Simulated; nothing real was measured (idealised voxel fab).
Documented hereafter: the process module known as voxel released beams.
Cross-section cut: width 275 nm, square cells of 5 nm.
In this document a cross-section is written as a grid of square cells. It is given as a series of bands, listed from the top down, and a band is one or more rows of cells.
For a band, the entry starts with two heights in nm, that of the top and then that of the bottom, and carries on with the band's materials in order from left to right, each alongside its width in nm; the word "everywhere" beside a single material means it fills the band edge to edge, and "blank" means empty space.
Heights are expressed relative to 0, this being the level below which the as-received wafer comprises one material exclusively. The lowest band is unbounded in the downward direction and is denoted as in "top 0, no bottom".
When a width is written as two numbers, as in "30 to 40", the first number is the width in the top row of cells of the band and the second is the width in its bottom row, and the width changes by the same amount from each row to the next.
"nothing altered" means the step left every cell of the cross-section as it was.
Each empty space that has no open way to the top and spans at least 8 cells appears under "Closed cavities" as width x height at distance, the distance counted from the left edge, all in nm.
Anything after a step's settings on that line? It's the simulator's own note about the step.
overlay nm: on a step with a mask, how far right of its planned place the mask lay; negative means left.

So here's the lineup of process steps we planned:
1,RECEIVE | material Si
2,CONFORMAL_DEP | material Al2O3 | thk nm 10
3,DIRECTIONAL_DEP | material SiO2 | thk nm 15
4,MASKED_ETCH | tone open | mask id ANCHOR | width nm 25 | etch materials SiO2 | depth nm 15 | overlay nm 0
5,CONFORMAL_DEP | material SiN | thk nm 10
6,MASKED_ETCH | tone cover | mask id BEAM | width nm 95 | etch materials SiN | depth nm 10 | overlay nm 0
7,STRIP | etch materials SiO2
Variable across wafers: step 6 width nm (plan value is that of the first wafer; starting state common to all).

As-received state after step 1, first of several wafers, cross-section:
> top 0, no bottom = Si everywhere
> Closed cavities: none

Each wafer at the end: cells of each material gained (+) or lost (-) since it was received, then its closed voids:
width nm 95; +110 Al2O3; +50 SiN; Closed cavities: none
width nm 100; +110 Al2O3; +52 SiN; Closed cavities: none
width nm 105; +110 Al2O3; +54 SiN; Closed cavities: none
width nm 110; +110 Al2O3; +56 SiN; Closed cavities: none
width nm 115; +110 Al2O3; +58 SiN; Closed cavities: none
width nm 120; +110 Al2O3; +60 SiN; Closed cavities: none
